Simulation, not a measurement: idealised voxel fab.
The process module that follows is named voxel wiring stack.
For reference, the cross-section in this document is cut, with width 235 nm and square cells of 5 nm.
A cross-section is a grid of square cells, given in bands from the top down. A band is one or more rows of cells. First you get the band's top height and its bottom height, in nm, and then the materials it's made of, left to right, with each width in nm. If you see a single material with "throughout", that one covers the band edge to edge. "blank" is empty space. Zero point of the height axis is 0; under it, received wafer = one material. Lowest band: continues down indefinitely, "top 0, no bottom". The width entry "30 to 40" should be interpreted row by row: the top row of cells in the band takes the first number, the bottom row takes the second number, and the change between adjacent rows is uniform throughout. Take "nothing got changed" at face value: in the step it is given for, the cross-section changed in none of its cells. Entry "Closed void register" = empty spaces >= 8 cells with no open way to the top; each as width x height at distance, distance from left edge, all nm. Note: text after step settings on the step line = simulator remark on that step. The line of a step may include "overlay nm". On a step with a mask, this value is how far to the right of its planned place the mask lay. A negative value means the mask lay to the left. Pairs follow: section before one process step, section after it down to the lowest changed band, step with settings underneath. Pairs may come from different runs of this module on the same starting wafer; continuity with the pair above only as stated in the "Pre-step condition" entry.
# Pre-step condition
* top 0, no bottom | Si throughout
* Closed void register: none
# Cross-Section After Step
* top 15, bottom 0 | SiO2 throughout
* Heights below 0 show no change.
* Closed void register: none
In between the cross-sections above, the run called for CONFORMAL_DEP (material SiO2; thk nm 15)
Pre-step condition: the pre-step structure is the one depicted after the step in the pair just above.
# Cross-Section After Step
* top 20, bottom 15 | TiN throughout
* Heights below 15 show no change.
* Closed void register: none
In between the cross-sections above, the run called for DIRECTIONAL_DEP (material TiN; thk nm 5)
Pre-step condition: the pre-step structure is the one depicted after the step in the pair just above.
# Cross-Section After Step
* top 35, bottom 20 | W throughout
* Heights below 20 show no change.
* Closed void register: none
In between the cross-sections above, the run called for DIRECTIONAL_DEP (material W; thk nm 15)
Pre-step condition: the pre-step structure is the one depicted after the step in the pair just above.
# Cross-Section After Step
* top 55, bottom 35 | blank: 20 / resist: 25 / blank: 30 / resist: 25 / blank: 30 / resist: 25 / blank: 30 / resist: 25 / blank: 25
* Heights below 35 show no change.
* Closed void register: none
In between the cross-sections above, the run called for PATTERN (tone cover; mask id METAL_1; material resist; width nm 25; pitch nm 55; thk nm 20; overlay nm 0)
Pre-step condition: the pre-step structure is the one depicted after the step in the pair just above.
# Cross-Section After Step
* top 55, bottom 35 | blank: 20 / resist: 25 / blank: 30 / resist: 25 / blank: 30 / resist: 25 / blank: 30 / resist: 25 / blank: 25
* top 35, bottom 20 | blank: 20 / W: 25 / blank: 30 / W: 25 / blank: 30 / W: 25 / blank: 30 / W: 25 / blank: 25
* Heights below 20 show no change.
* Closed void register: none
In between the cross-sections above, the run called for DIRECTIONAL_ETCH (etch materials W; depth nm 15)
Pre-step condition: the pre-step structure is the one depicted after the step in the pair just above.
# Cross-Section After Step
* top 55, bottom 35 | blank: 20 / resist: 25 / blank: 30 / resist: 25 / blank: 30 / resist: 25 / blank: 30 / resist: 25 / blank: 25
* top 35, bottom 20 | blank: 20 / W: 25 / blank: 30 / W: 25 / blank: 30 / W: 25 / blank: 30 / W: 25 / blank: 25
* top 20, bottom 15 | blank: 20 / TiN: 25 / blank: 30 / TiN: 25 / blank: 30 / TiN: 25 / blank: 30 / TiN: 25 / blank: 25
* Heights below 15 show no change.
* Closed void register: none
In between the cross-sections above, the run called for DIRECTIONAL_ETCH (etch materials TiN; depth nm 5)
Pre-step condition: the pre-step structure is the one depicted after the step in the pair just above.
# Cross-Section After Step
* top 35, bottom 20 | blank: 20 / W: 25 / blank: 30 / W: 25 / blank: 30 / W: 25 / blank: 30 / W: 25 / blank: 25
* Heights below 20 show no change.
* Closed void register: none
In between the cross-sections above, the run called for STRIP (etch materials resist)
Pre-step condition: the pre-step structure is the one depicted after the step in the pair just above.
# Cross-Section After Step
* top 40, bottom 35 | blank: 15 / SiN: 35 / blank: 20 / SiN: 35 / blank: 20 / SiN: 35 / blank: 20 / SiN: 35 / blank: 20
* top 35, bottom 20 | blank: 15 / SiN: 5 / W: 25 / SiN: 5 / blank: 20 / SiN: 5 / W: 25 / SiN: 5 / blank: 20 / SiN: 5 / W: 25 / SiN: 5 / blank: 20 / SiN: 5 / W: 25 / SiN: 5 / blank: 20
* top 20, bottom 15 | SiN: 20 / TiN: 25 / SiN: 30 / TiN: 25 / SiN: 30 / TiN: 25 / SiN: 30 / TiN: 25 / SiN: 25
* Heights below 15 show no change.
* Closed void register: none
In between the cross-sections above, the run called for CONFORMAL_DEP (material SiN; thk nm 5)
Pre-step condition: the pre-step structure is the one depicted after the step in the pair just above.
# Cross-Section After Step
* top 50, bottom 40 | lowk throughout
* top 40, bottom 35 | lowk: 15 / SiN: 35 / lowk: 20 / SiN: 35 / lowk: 20 / SiN: 35 / lowk: 20 / SiN: 35 / lowk: 20
* top 35, bottom 20 | lowk: 15 / SiN: 5 / W: 25 / SiN: 5 / lowk: 20 / SiN: 5 / W: 25 / SiN: 5 / lowk: 20 / SiN: 5 / W: 25 / SiN: 5 / lowk: 20 / SiN: 5 / W: 25 / SiN: 5 / lowk: 20
* Heights below 20 show no change.
* Closed void register: none
In between the cross-sections above, the run called for FILL_DEP (material lowk; thk nm 10)
Pre-step condition: the pre-step structure is the one depicted after the step in the pair just above.
# Cross-Section After Step
* top 35, bottom 20 | lowk: 15 / SiN: 5 / W: 25 / SiN: 5 / lowk: 20 / SiN: 5 / W: 25 / SiN: 5 / lowk: 20 / SiN: 5 / W: 25 / SiN: 5 / lowk: 20 / SiN: 5 / W: 25 / SiN: 5 / lowk: 20
* Heights below 20 show no change.
* Closed void register: none
In between the cross-sections above, the run called for CMP (height nm 35)
Pre-step condition: the pre-step structure is the one depicted after the step in the pair just above.
# Cross-Section After Step
* top 40, bottom 35 | SiCN throughout
* Heights below 35 show no change.
* Closed void register: none
In between the cross-sections above, the run called for CONFORMAL_DEP (material SiCN; thk nm 5)
Pre-step condition: the pre-step structure is the one depicted after the step in the pair just above.
# Cross-Section After Step
* top 60, bottom 40 | SiO2 throughout
* Heights below 40 show no change.
* Closed void register: none
In between the cross-sections above, the run called for DIRECTIONAL_DEP (material SiO2; thk nm 20)
Pre-step condition: the pre-step structure is the one depicted after the step in the pair just above.
# Cross-Section After Step
* top 70, bottom 60 | aC throughout
* Heights below 60 show no change.
* Closed void register: none
In between the cross-sections above, the run called for DIRECTIONAL_DEP (material aC; thk nm 10)
Pre-step condition: the pre-step structure is the one depicted after the step in the pair just above.
# Cross-Section After Step
* top 100, bottom 70 | resist: 20 / blank: 15 / resist: 95 / blank: 15 / resist: 90
* Heights below 70 show no change.
* Closed void register: none
In between the cross-sections above, the run called for PATTERN (tone open; mask id PLUG_1; material resist; width nm 15; pitch nm 110; thk nm 30; overlay nm 0)
Pre-step condition: the pre-step structure is the one depicted after the step in the pair just above.
# Cross-Section After Step
* top 90, bottom 70 | resist: 20 / blank: 15 / resist: 95 / blank: 15 / resist: 90
* top 70, bottom 60 | aC: 20 / blank: 15 / aC: 95 / blank: 15 / aC: 90
* Heights below 60 show no change.
* Closed void register: none
In between the cross-sections above, the run called for DIRECTIONAL_ETCH (etch materials aC; depth nm 10)
Pre-step condition: the pre-step structure is the one depicted after the step in the pair just above.
# Cross-Section After Step
* top 70, bottom 60 | aC: 20 / blank: 15 / aC: 95 / blank: 15 / aC: 90
* Heights below 60 show no change.
* Closed void register: none
In between the cross-sections above, the run called for STRIP (etch materials resist)
Pre-step condition: the pre-step structure is the one depicted after the step in the pair just above.
# Cross-Section After Step
* top 70, bottom 60 | aC: 20 / blank: 15 / aC: 95 / blank: 15 / aC: 90
* top 60, bottom 40 | SiO2: 20 / blank: 15 / SiO2: 95 / blank: 15 / SiO2: 90
* Heights below 40 show no change.
* Closed void register: none
In between the cross-sections above, the run called for DIRECTIONAL_ETCH (etch materials SiO2; depth nm 20)
Pre-step condition: the pre-step structure is the one depicted after the step in the pair just above.
# Cross-Section After Step
* top 70, bottom 60 | aC: 20 / blank: 15 / aC: 95 / blank: 15 / aC: 90
* top 60, bottom 40 | SiO2: 20 / blank: 15 / SiO2: 95 / blank: 15 / SiO2: 90
* top 40, bottom 35 | SiCN: 20 / blank: 15 / SiCN: 95 / blank: 15 / SiCN: 90
* Heights below 35 show no change.
* Closed void register: none
In between the cross-sections above, the run called for DIRECTIONAL_ETCH (etch materials SiCN; depth nm 5)
Pre-step condition: the pre-step structure is the one depicted after the step in the pair just above.
# Cross-Section After Step
* top 60, bottom 40 | SiO2: 20 / blank: 15 / SiO2: 95 / blank: 15 / SiO2: 90
* Heights below 40 show no change.
* Closed void register: none
In between the cross-sections above, the run called for STRIP (etch materials aC)
Pre-step condition: the pre-step structure is the one depicted after the step in the pair just above.
# Cross-Section After Step
* top 65, bottom 60 | TiN: 25 / blank: 5 / TiN: 105 / blank: 5 / TiN: 95
* top 60, bottom 40 | SiO2: 20 / TiN: 5 / blank: 5 / TiN: 5 / SiO2: 95 / TiN: 5 / blank: 5 / TiN: 5 / SiO2: 90
* top 40, bottom 35 | SiCN: 20 / TiN: 15 / SiCN: 95 / TiN: 15 / SiCN: 90
* Heights below 35 show no change.
* Closed void register: none
In between the cross-sections above, the run called for CONFORMAL_DEP (material TiN; thk nm 5)
Pre-step condition: the pre-step structure is the one depicted after the step in the pair just above.
# Cross-Section After Step
* top 70, bottom 65 | Ru throughout
* top 65, bottom 60 | TiN: 25 / Ru: 5 / TiN: 105 / Ru: 5 / TiN: 95
* top 60, bottom 40 | SiO2: 20 / TiN: 5 / Ru: 5 / TiN: 5 / SiO2: 95 / TiN: 5 / Ru: 5 / TiN: 5 / SiO2: 90
* Heights below 40 show no change.
* Closed void register: none
In between the cross-sections above, the run called for FILL_DEP (material Ru; thk nm 5)
Pre-step condition: the pre-step structure is the one depicted after the step in the pair just above.
# Cross-Section After Step
* top 60, bottom 40 | SiO2: 20 / TiN: 5 / Ru: 5 / TiN: 5 / SiO2: 95 / TiN: 5 / Ru: 5 / TiN: 5 / SiO2: 90
* Heights below 40 show no change.
* Closed void register: none
In between the cross-sections above, the run called for CMP (height nm 60)
Pre-step condition: the pre-step structure is the one depicted after the step in the pair just above.
# Cross-Section After Step
* top 65, bottom 60 | TiN throughout
* Heights below 60 show no change.
* Closed void register: none
In between the cross-sections above, the run called for DIRECTIONAL_DEP (material TiN; thk nm 5)
Pre-step condition: the pre-step structure is the one depicted after the step in the pair just above.
# Cross-Section After Step
* top 90, bottom 65 | Ru throughout
* Heights below 65 show no change.
* Closed void register: none
In between the cross-sections above, the run called for DIRECTIONAL_DEP (material Ru; thk nm 25)
Pre-step condition: the pre-step structure is the one depicted after the step in the pair just above.
# Cross-Section After Step
* top 110, bottom 90 | blank: 20 / resist: 25 / blank: 30 / resist: 25 / blank: 30 / resist: 25 / blank: 30 / resist: 25 / blank: 25
* Heights below 90 show no change.
* Closed void register: none
In between the cross-sections above, the run called for PATTERN (tone cover; mask id METAL_2; material resist; width nm 25; pitch nm 55; thk nm 20; overlay nm 0)
Pre-step condition: the pre-step structure is the one depicted after the step in the pair just above.
# Cross-Section After Step
* top 110, bottom 90 | blank: 20 / resist: 25 / blank: 30 / resist: 25 / blank: 30 / resist: 25 / blank: 30 / resist: 25 / blank: 25
* top 90, bottom 65 | blank: 20 / Ru: 25 / blank: 30 / Ru: 25 / blank: 30 / Ru: 25 / blank: 30 / Ru: 25 / blank: 25
* Heights below 65 show no change.
* Closed void register: none
In between the cross-sections above, the run called for DIRECTIONAL_ETCH (etch materials Ru; depth nm 25)
Pre-step condition: the pre-step structure is the one depicted after the step in the pair just above.
# Cross-Section After Step
* top 110, bottom 90 | blank: 20 / resist: 25 / blank: 30 / resist: 25 / blank: 30 / resist: 25 / blank: 30 / resist: 25 / blank: 25
* top 90, bottom 65 | blank: 20 / Ru: 25 / blank: 30 / Ru: 25 / blank: 30 / Ru: 25 / blank: 30 / Ru: 25 / blank: 25
* top 65, bottom 60 | blank: 20 / TiN: 25 / blank: 30 / TiN: 25 / blank: 30 / TiN: 25 / blank: 30 / TiN: 25 / blank: 25
* Heights below 60 show no change.
* Closed void register: none
In between the cross-sections above, the run called for DIRECTIONAL_ETCH (etch materials TiN; depth nm 5)
Pre-step condition: the pre-step structure is the one depicted after the step in the pair just above.
# Cross-Section After Step
* top 90, bottom 65 | blank: 20 / Ru: 25 / blank: 30 / Ru: 25 / blank: 30 / Ru: 25 / blank: 30 / Ru: 25 / blank: 25
* Heights below 65 show no change.
* Closed void register: none
In between the cross-sections above, the run called for STRIP (etch materials resist)
Pre-step condition: the pre-step structure is the one depicted after the step in the pair just above.
# Cross-Section After Step
* top 95, bottom 90 | SiO2 throughout
* top 90, bottom 65 | SiO2: 20 / Ru: 25 / SiO2: 30 / Ru: 25 / SiO2: 30 / Ru: 25 / SiO2: 30 / Ru: 25 / SiO2: 25
* top 65, bottom 60 | SiO2: 20 / TiN: 25 / SiO2: 30 / TiN: 25 / SiO2: 30 / TiN: 25 / SiO2: 30 / TiN: 25 / SiO2: 25
* Heights below 60 show no change.
* Closed void register: none
In between the cross-sections above, the run called for FILL_DEP (material SiO2; thk nm 5)
Pre-step condition: the pre-step structure is the one depicted after the step in the pair just above.
# Cross-Section After Step
* top 90, bottom 65 | SiO2: 20 / Ru: 25 / SiO2: 30 / Ru: 25 / SiO2: 30 / Ru: 25 / SiO2: 30 / Ru: 25 / SiO2: 25
* Heights below 65 show no change.
* Closed void register: none
In between the cross-sections above, the run called for CMP (height nm 90)
Pre-step condition: the pre-step structure is the one depicted after the step in the pair just above.
# Cross-Section After Step
* top 95, bottom 90 | SiCN throughout
* Heights below 90 show no change.
* Closed void register: none
In between the cross-sections above, the run called for CONFORMAL_DEP (material SiCN; thk nm 5)
Pre-step condition: the pre-step structure is the one depicted after the step in the pair just above.
# Cross-Section After Step
* top 120, bottom 95 | lowk throughout
* Heights below 95 show no change.
* Closed void register: none
In between the cross-sections above, the run called for DIRECTIONAL_DEP (material lowk; thk nm 25)
Pre-step condition: the pre-step structure is the one depicted after the step in the pair just above.
# Cross-Section After Step
* top 120, bottom 95 | lowk: 20 / blank: 15 / lowk: 95 / blank: 15 / lowk: 90
* Heights below 95 show no change.
* Closed void register: none
In between the cross-sections above, the run called for MASKED_ETCH (tone open; mask id METAL_3_HOLES; width nm 15; pitch nm 110; etch materials lowk; depth nm 25; overlay nm 0)
Pre-step condition: the pre-step structure is the one depicted after the step in the pair just above.
# Cross-Section After Step
* top 140, bottom 120 | resist: 20 / blank: 25 / resist: 30 / blank: 25 / resist: 30 / blank: 25 / resist: 30 / blank: 25 / resist: 25
* Heights below 120 show no change.
* Closed void register: none
In between the cross-sections above, the run called for PATTERN (tone open; mask id METAL_3; material resist; width nm 25; pitch nm 55; thk nm 20; overlay nm 0)
Pre-step condition: the pre-step structure is the one depicted after the step in the pair just above.
# Cross-Section After Step
* top 140, bottom 120 | resist: 20 / blank: 25 / resist: 30 / blank: 25 / resist: 30 / blank: 25 / resist: 30 / blank: 25 / resist: 25
* top 120, bottom 105 | lowk: 20 / blank: 25 / lowk: 30 / blank: 25 / lowk: 30 / blank: 25 / lowk: 30 / blank: 25 / lowk: 25
* Heights below 105 show no change.
* Closed void register: none
In between the cross-sections above, the run called for DIRECTIONAL_ETCH (etch materials lowk; depth nm 15)
Pre-step condition: the pre-step structure is the one depicted after the step in the pair just above.
# Cross-Section After Step
* top 140, bottom 120 | resist: 20 / blank: 25 / resist: 30 / blank: 25 / resist: 30 / blank: 25 / resist: 30 / blank: 25 / resist: 25
* top 120, bottom 105 | lowk: 20 / blank: 25 / lowk: 30 / blank: 25 / lowk: 30 / blank: 25 / lowk: 30 / blank: 25 / lowk: 25
* top 105, bottom 95 | lowk: 20 / blank: 15 / lowk: 95 / blank: 15 / lowk: 90
* top 95, bottom 90 | SiCN: 20 / blank: 15 / SiCN: 95 / blank: 15 / SiCN: 90
* Heights below 90 show no change.
* Closed void register: none
In between the cross-sections above, the run called for DIRECTIONAL_ETCH (etch materials SiCN; depth nm 5)
Pre-step condition: the pre-step structure is the one depicted after the step in the pair just above.
# Cross-Section After Step
* top 120, bottom 105 | lowk: 20 / blank: 25 / lowk: 30 / blank: 25 / lowk: 30 / blank: 25 / lowk: 30 / blank: 25 / lowk: 25
* Heights below 105 show no change.
* Closed void register: none
In between the cross-sections above, the run called for STRIP (etch materials resist)
Pre-step condition: the pre-step structure is the one depicted after the step in the pair just above.
# Cross-Section After Step
* top 125, bottom 120 | TiN: 25 / blank: 15 / TiN: 40 / blank: 15 / TiN: 40 / blank: 15 / TiN: 40 / blank: 15 / TiN: 30
* top 120, bottom 110 | lowk: 20 / TiN: 5 / blank: 15 / TiN: 5 / lowk: 30 / TiN: 5 / blank: 15 / TiN: 5 / lowk: 30 / TiN: 5 / blank: 15 / TiN: 5 / lowk: 30 / TiN: 5 / blank: 15 / TiN: 5 / lowk: 25
* top 110, bottom 105 | lowk: 20 / TiN: 5 / blank: 5 / TiN: 15 / lowk: 30 / TiN: 25 / lowk: 30 / TiN: 5 / blank: 5 / TiN: 15 / lowk: 30 / TiN: 25 / lowk: 25
* top 105, bottom 95 | lowk: 20 / TiN: 5 / blank: 5 / TiN: 5 / lowk: 95 / TiN: 5 / blank: 5 / TiN: 5 / lowk: 90
* top 95, bottom 90 | SiCN: 20 / TiN: 15 / SiCN: 95 / TiN: 15 / SiCN: 90
* Heights below 90 show no change.
* Closed void register: none
In between the cross-sections above, the run called for CONFORMAL_DEP (material TiN; thk nm 5)
Pre-step condition: the pre-step structure is the one depicted after the step in the pair just above.
# Cross-Section After Step
* top 135, bottom 125 | Cu throughout
* top 125, bottom 120 | TiN: 25 / Cu: 15 / TiN: 40 / Cu: 15 / TiN: 40 / Cu: 15 / TiN: 40 / Cu: 15 / TiN: 30
* top 120, bottom 110 | lowk: 20 / TiN: 5 / Cu: 15 / TiN: 5 / lowk: 30 / TiN: 5 / Cu: 15 / TiN: 5 / lowk: 30 / TiN: 5 / Cu: 15 / TiN: 5 / lowk: 30 / TiN: 5 / Cu: 15 / TiN: 5 / lowk: 25
* top 110, bottom 105 | lowk: 20 / TiN: 5 / Cu: 5 / TiN: 15 / lowk: 30 / TiN: 25 / lowk: 30 / TiN: 5 / Cu: 5 / TiN: 15 / lowk: 30 / TiN: 25 / lowk: 25
* top 105, bottom 95 | lowk: 20 / TiN: 5 / Cu: 5 / TiN: 5 / lowk: 95 / TiN: 5 / Cu: 5 / TiN: 5 / lowk: 90
* Heights below 95 show no change.
* Closed void register: none
In between the cross-sections above, the run called for FILL_DEP (material Cu; thk nm 10)
Pre-step condition: the pre-step structure is the one depicted after the step in the pair just above.
# Cross-Section After Step
* top 120, bottom 110 | lowk: 20 / TiN: 5 / Cu: 15 / TiN: 5 / lowk: 30 / TiN: 5 / Cu: 15 / TiN: 5 / lowk: 30 / TiN: 5 / Cu: 15 / TiN: 5 / lowk: 30 / TiN: 5 / Cu: 15 / TiN: 5 / lowk: 25
* Heights below 110 show no change.
* Closed void register: none
In between the cross-sections above, the run called for CMP (height nm 120)
Pre-step condition: the pre-step structure is the one depicted after the step in the pair just above.
# Cross-Section After Step
* top 125, bottom 120 | SiCN throughout
* Heights below 120 show no change.
* Closed void register: none
In between the cross-sections above, the run called for CONFORMAL_DEP (material SiCN; thk nm 5)
Pre-step condition: the pre-step structure is the one depicted after the step in the pair just above.
# Cross-Section After Step
* top 140, bottom 125 | SiO2 throughout
* Heights below 125 show no change.
* Closed void register: none
In between the cross-sections above, the run called for DIRECTIONAL_DEP (material SiO2; thk nm 15)
Pre-step condition: the pre-step structure is the one depicted after the step in the pair just above.
# Cross-Section After Step
* top 160, bottom 140 | resist: 20 / blank: 15 / resist: 40 / blank: 15 / resist: 40 / blank: 15 / resist: 40 / blank: 15 / resist: 35
* Heights below 140 show no change.
* Closed void register: none
In between the cross-sections above, the run called for PATTERN (tone open; mask id PLUG_3; material resist; width nm 15; pitch nm 55; thk nm 20; overlay nm 0)
Pre-step condition: the pre-step structure is the one depicted after the step in the pair just above.
# Cross-Section After Step
* top 160, bottom 140 | resist: 20 / blank: 15 / resist: 40 / blank: 15 / resist: 40 / blank: 15 / resist: 40 / blank: 15 / resist: 35
* top 140, bottom 125 | SiO2: 20 / blank: 15 / SiO2: 40 / blank: 15 / SiO2: 40 / blank: 15 / SiO2: 40 / blank: 15 / SiO2: 35
* Heights below 125 show no change.
* Closed void register: none
In between the cross-sections above, the run called for DIRECTIONAL_ETCH (etch materials SiO2; depth nm 15)
Pre-step condition: the pre-step structure is the one depicted after the step in the pair just above.
# Cross-Section After Step
* top 160, bottom 140 | resist: 20 / blank: 15 / resist: 40 / blank: 15 / resist: 40 / blank: 15 / resist: 40 / blank: 15 / resist: 35
* top 140, bottom 125 | SiO2: 20 / blank: 15 / SiO2: 40 / blank: 15 / SiO2: 40 / blank: 15 / SiO2: 40 / blank: 15 / SiO2: 35
* top 125, bottom 120 | SiCN: 20 / blank: 15 / SiCN: 40 / blank: 15 / SiCN: 40 / blank: 15 / SiCN: 40 / blank: 15 / SiCN: 35
* Heights below 120 show no change.
* Closed void register: none
In between the cross-sections above, the run called for DIRECTIONAL_ETCH (etch materials SiCN; depth nm 5)
Pre-step condition: the pre-step structure is the one depicted after the step in the pair just above.
# Cross-Section After Step
* top 140, bottom 125 | SiO2: 20 / blank: 15 / SiO2: 40 / blank: 15 / SiO2: 40 / blank: 15 / SiO2: 40 / blank: 15 / SiO2: 35
* Heights below 125 show no change.
* Closed void register: none
In between the cross-sections above, the run called for STRIP (etch materials resist)
Pre-step condition: the pre-step structure is the one depicted after the step in the pair just above.
# Cross-Section After Step
* top 140, bottom 130 | SiO2: 20 / blank: 15 / SiO2: 40 / blank: 15 / SiO2: 40 / blank: 15 / SiO2: 40 / blank: 15 / SiO2: 35
* top 130, bottom 125 | SiO2: 20 / Ru: 15 / SiO2: 40 / Ru: 15 / SiO2: 40 / Ru: 15 / SiO2: 40 / Ru: 15 / SiO2: 35
* top 125, bottom 120 | SiCN: 20 / Ru: 15 / SiCN: 40 / Ru: 15 / SiCN: 40 / Ru: 15 / SiCN: 40 / Ru: 15 / SiCN: 35
* Heights below 120 show no change.
* Closed void register: none
In between the cross-sections above, the run called for EPI (material Ru; thk nm 10)
Pre-step condition: the pre-step structure is the one depicted after the step in the pair just above.
# Cross-Section After Step
* top 140, bottom 125 | SiO2: 20 / Ru: 15 / SiO2: 40 / Ru: 15 / SiO2: 40 / Ru: 15 / SiO2: 40 / Ru: 15 / SiO2: 35
* Heights below 125 show no change.
* Closed void register: none
In between the cross-sections above, the run called for EPI (material Ru; thk nm 10)
Pre-step condition: the pre-step structure is the one depicted after the step in the pair just above.
# Cross-Section After Step
* top 145, bottom 140 | SiCN throughout
* Heights below 140 show no change.
* Closed void register: none
In between the cross-sections above, the run called for CONFORMAL_DEP (material SiCN; thk nm 5)
Pre-step condition: the pre-step structure is the one depicted after the step in the pair just above.
# Cross-Section After Step
* top 160, bottom 145 | lowk throughout
* Heights below 145 show no change.
* Closed void register: none
In between the cross-sections above, the run called for DIRECTIONAL_DEP (material lowk; thk nm 15)
Pre-step condition: the pre-step structure is the one depicted after the step in the pair just above.
# Cross-Section After Step
* top 160, bottom 145 | lowk: 20 / blank: 25 / lowk: 30 / blank: 25 / lowk: 30 / blank: 25 / lowk: 30 / blank: 25 / lowk: 25
* Heights below 145 show no change.
* Closed void register: none
In between the cross-sections above, the run called for MASKED_ETCH (tone open; mask id METAL_4; width nm 25; pitch nm 55; etch materials lowk; depth nm 15; overlay nm 0)
Pre-step condition: the pre-step structure is the one depicted after the step in the pair just above.
# Cross-Section After Step
* top 160, bottom 145 | lowk: 20 / blank: 25 / lowk: 30 / blank: 25 / lowk: 30 / blank: 25 / lowk: 30 / blank: 25 / lowk: 25
* top 145, bottom 140 | SiCN: 20 / blank: 25 / SiCN: 30 / blank: 25 / SiCN: 30 / blank: 25 / SiCN: 30 / blank: 25 / SiCN: 25
* Heights below 140 show no change.
* Closed void register: none
In between the cross-sections above, the run called for MASKED_ETCH (tone open; mask id METAL_4; width nm 25; pitch nm 55; etch materials SiCN; depth nm 5; overlay nm 0)
Pre-step condition: the pre-step structure is the one depicted after the step in the pair just above.
# Cross-Section After Step
* top 165, bottom 160 | TiN: 25 / blank: 15 / TiN: 40 / blank: 15 / TiN: 40 / blank: 15 / TiN: 40 / blank: 15 / TiN: 30
* top 160, bottom 145 | lowk: 20 / TiN: 5 / blank: 15 / TiN: 5 / lowk: 30 / TiN: 5 / blank: 15 / TiN: 5 / lowk: 30 / TiN: 5 / blank: 15 / TiN: 5 / lowk: 30 / TiN: 5 / blank: 15 / TiN: 5 / lowk: 25
* top 145, bottom 140 | SiCN: 20 / TiN: 25 / SiCN: 30 / TiN: 25 / SiCN: 30 / TiN: 25 / SiCN: 30 / TiN: 25 / SiCN: 25
* Heights below 140 show no change.
* Closed void register: none
In between the cross-sections above, the run called for CONFORMAL_DEP (material TiN; thk nm 5)
Pre-step condition: the pre-step structure is the one depicted after the step in the pair just above.
# Cross-Section After Step
* top 175, bottom 165 | Cu throughout
* top 165, bottom 160 | TiN: 25 / Cu: 15 / TiN: 40 / Cu: 15 / TiN: 40 / Cu: 15 / TiN: 40 / Cu: 15 / TiN: 30
* top 160, bottom 145 | lowk: 20 / TiN: 5 / Cu: 15 / TiN: 5 / lowk: 30 / TiN: 5 / Cu: 15 / TiN: 5 / lowk: 30 / TiN: 5 / Cu: 15 / TiN: 5 / lowk: 30 / TiN: 5 / Cu: 15 / TiN: 5 / lowk: 25
* Heights below 145 show no change.
* Closed void register: none
In between the cross-sections above, the run called for FILL_DEP (material Cu; thk nm 10)
Pre-step condition: the pre-step structure is the one depicted after the step in the pair just above.
# Cross-Section After Step
* top 160, bottom 145 | lowk: 20 / TiN: 5 / Cu: 15 / TiN: 5 / lowk: 30 / TiN: 5 / Cu: 15 / TiN: 5 / lowk: 30 / TiN: 5 / Cu: 15 / TiN: 5 / lowk: 30 / TiN: 5 / Cu: 15 / TiN: 5 / lowk: 25
* Heights below 145 show no change.
* Closed void register: none
In between the cross-sections above, the run called for CMP (height nm 160)
Pre-step condition: the pre-step structure is the one depicted after the step in the pair just above.
# Cross-Section After Step
* top 165, bottom 160 | blank: 15 / Ru: 35 / blank: 20 / Ru: 35 / blank: 20 / Ru: 35 / blank: 20 / Ru: 35 / blank: 20
* Heights below 160 show no change.
* Closed void register: none
In between the cross-sections above, the run called for EPI (material Ru; thk nm 5)
Pre-step condition: the pre-step structure is the one depicted after the step in the pair just above.
# Cross-Section After Step
* top 170, bottom 165 | SiCN throughout
* top 165, bottom 160 | SiCN: 15 / Ru: 35 / SiCN: 20 / Ru: 35 / SiCN: 20 / Ru: 35 / SiCN: 20 / Ru: 35 / SiCN: 20
* Heights below 160 show no change.
* Closed void register: none
In between the cross-sections above, the run called for FILL_DEP (material SiCN; thk nm 5)
# Pre-step condition
* top 175, bottom 165 | Cu throughout
* top 165, bottom 160 | TiN: 25 / Cu: 15 / TiN: 40 / Cu: 15 / TiN: 40 / Cu: 15 / TiN: 40 / Cu: 15 / TiN: 30
* top 160, bottom 145 | lowk: 20 / TiN: 5 / Cu: 15 / TiN: 5 / lowk: 30 / TiN: 5 / Cu: 15 / TiN: 5 / lowk: 30 / TiN: 5 / Cu: 15 / TiN: 5 / lowk: 30 / TiN: 5 / Cu: 15 / TiN: 5 / lowk: 25
* top 145, bottom 140 | SiCN: 20 / TiN: 25 / SiCN: 30 / TiN: 25 / SiCN: 30 / TiN: 25 / SiCN: 30 / TiN: 25 / SiCN: 25
* top 140, bottom 125 | SiO2: 20 / Ru: 15 / SiO2: 40 / Ru: 15 / SiO2: 40 / Ru: 15 / SiO2: 40 / Ru: 15 / SiO2: 35
* top 125, bottom 120 | SiCN: 20 / Ru: 15 / SiCN: 40 / Ru: 15 / SiCN: 40 / Ru: 15 / SiCN: 40 / Ru: 15 / SiCN: 35
* top 120, bottom 110 | lowk: 20 / TiN: 5 / Cu: 15 / TiN: 5 / lowk: 30 / TiN: 5 / Cu: 15 / TiN: 5 / lowk: 30 / TiN: 5 / Cu: 15 / TiN: 5 / lowk: 30 / TiN: 5 / Cu: 15 / TiN: 5 / lowk: 25
* top 110, bottom 105 | lowk: 20 / TiN: 5 / Cu: 5 / TiN: 15 / lowk: 30 / TiN: 25 / lowk: 30 / TiN: 5 / Cu: 5 / TiN: 15 / lowk: 30 / TiN: 25 / lowk: 25
* top 105, bottom 95 | lowk: 20 / TiN: 5 / Cu: 5 / TiN: 5 / lowk: 95 / TiN: 5 / Cu: 5 / TiN: 5 / lowk: 90
* top 95, bottom 90 | SiCN: 20 / TiN: 15 / SiCN: 95 / TiN: 15 / SiCN: 90
* top 90, bottom 65 | SiO2: 20 / Ru: 25 / SiO2: 30 / Ru: 25 / SiO2: 30 / Ru: 25 / SiO2: 30 / Ru: 25 / SiO2: 25
* top 65, bottom 60 | SiO2: 20 / TiN: 25 / SiO2: 30 / TiN: 25 / SiO2: 30 / TiN: 25 / SiO2: 30 / TiN: 25 / SiO2: 25
* top 60, bottom 40 | SiO2: 20 / TiN: 5 / Ru: 5 / TiN: 5 / SiO2: 95 / TiN: 5 / Ru: 5 / TiN: 5 / SiO2: 90
* top 40, bottom 35 | SiCN: 20 / TiN: 15 / SiCN: 95 / TiN: 15 / SiCN: 90
* top 35, bottom 20 | lowk: 15 / SiN: 5 / W: 25 / SiN: 5 / lowk: 20 / SiN: 5 / W: 25 / SiN: 5 / lowk: 20 / SiN: 5 / W: 25 / SiN: 5 / lowk: 20 / SiN: 5 / W: 25 / SiN: 5 / lowk: 20
* top 20, bottom 15 | SiN: 20 / TiN: 25 / SiN: 30 / TiN: 25 / SiN: 30 / TiN: 25 / SiN: 30 / TiN: 25 / SiN: 25
* top 15, bottom 0 | SiO2 throughout
* top 0, no bottom | Si throughout
* Closed void register: none
# Cross-Section After Step
* top 180, bottom 175 | Ru throughout
* Heights below 175 show no change.
* Closed void register: none
In between the cross-sections above, the run called for EPI (material Ru; thk nm 5)
Pre-step condition: the pre-step structure is the one depicted after the step in the pair just above.
# Cross-Section After Step
* top 185, bottom 180 | SiCN throughout
* Heights below 180 show no change.
* Closed void register: none
In between the cross-sections above, the run called for FILL_DEP (material SiCN; thk nm 5)
